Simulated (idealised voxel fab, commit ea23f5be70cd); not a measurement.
Herein follows the process module entitled voxel wiring stack.
Section cut is 250 nm wide and gridded with 5 nm square cells.
Cross-section layout: square cells on a grid; listed as bands, top to bottom; a band spans one or more cell rows.
Per band: top height and bottom height in nm, followed by the left-to-right materials and their widths in nm; "throughout" marks a single material spanning edge to edge, "empty" marks empty space.
Height datum 0, below which the as-received substrate wafer is one material. Lowest band open at the bottom, running downward: "0 -> down".
A width given as "30 to 40" starts at the first number in the band's top row and ends at the second number in its bottom row, shifting by an equal amount at every step from row to row.
A step reported as "nothing got changed" is a step in which no cell of the cross-section changed.
"Enclosed cavities" contains a list of empty spaces, each no smaller than 8 cells and without an open way to the top, written in the form width x height at distance with the distance from the left edge and all three in nm.
Anything after a step's settings on that line? It's the simulator's own note about the step.
Regarding "overlay nm": on a step with a mask, it is the distance the mask lay to the right of its planned place; a negative value places it to the left.
Intended process steps:
1) op RECEIVE | material Si
2) op CONFORMAL_DEP | material SiO2 | thk nm 10
3) op CONFORMAL_DEP | material SiN | thk nm 5
4) op DIRECTIONAL_DEP | material SiO2 | thk nm 15
5) op MASKED_ETCH | tone open | mask id METAL_1 | width nm 25 | pitch nm 50 | etch materials SiO2 | depth nm 15 | overlay nm 0
6) op MASKED_ETCH | tone open | mask id METAL_1 | width nm 25 | pitch nm 50 | etch materials SiN | depth nm 5 | overlay nm 0
7) op CONFORMAL_DEP | material TiN | thk nm 5
8) op FILL_DEP | material Cu | thk nm 10
9) op CMP | height nm 30
10) op EPI | material Ru | thk nm 5
11) op FILL_DEP | material SiCN | thk nm 5
12) op DIRECTIONAL_DEP | material lowk | thk nm 15
13) op MASKED_ETCH | tone open | mask id PLUG_1 | width nm 15 | pitch nm 50 | etch materials lowk | depth nm 15 | overlay nm 0
14) op MASKED_ETCH | tone open | mask id PLUG_1 | width nm 15 | pitch nm 50 | etch materials SiCN | depth nm 5 | overlay nm 0
15) op EPI | material Ru | thk nm 10
16) op EPI | material Ru | thk nm 10
17) op CONFORMAL_DEP | material SiN | thk nm 5
18) op DIRECTIONAL_DEP | material SiO2 | thk nm 25
19) op PATTERN | tone open | mask id METAL_2 | material resist | width nm 25 | pitch nm 50 | thk nm 20 | overlay nm 0
20) op DIRECTIONAL_ETCH | etch materials SiO2 | depth nm 25
21) op DIRECTIONAL_ETCH | etch materials SiN | depth nm 5
22) op STRIP | etch materials resist
23) op CONFORMAL_DEP | material TiN | thk nm 5
24) op FILL_DEP | material Cu | thk nm 5
25) op CMP | height nm 85
26) op CONFORMAL_DEP | material SiN | thk nm 5
As-received wafer cross-section (after step 1):
0 -> down  Si throughout
Enclosed cavities: none
End state of the module in cross-section, given the above starting point and plan and one mistake in execution:
90 -> 85  SiN throughout
85 -> 60  85 SiO2 / 5 TiN / 15 Cu / 5 TiN / 25 SiO2 / 5 TiN / 15 Cu / 5 TiN / 90 SiO2
60 -> 55  85 SiN / 25 TiN / 25 SiN / 25 TiN / 90 SiN
55 -> 40  75 lowk / 15 Ru / 35 lowk / 15 Ru / 110 lowk
40 -> 30  85 to 80 SiCN / 5 to 35 Ru / 45 to 15 SiCN / 5 to 35 Ru / 110 to 85 SiCN
30 -> 15  85 SiO2 / 5 TiN / 15 Cu / 5 TiN / 25 SiO2 / 5 TiN / 15 Cu / 5 TiN / 90 SiO2
15 -> 10  85 SiN / 25 TiN / 25 SiN / 25 TiN / 90 SiN
10 -> 0  SiO2 throughout
0 -> down  Si throughout
Enclosed cavities: none
Which mistake was made when the wafer was run? planned and actual differ for step 13; actual: op MASKED_ETCH | tone open | mask id PLUG_1 | width nm 15 | pitch nm 50 | etch materials lowk | depth nm 15 | overlay nm -10
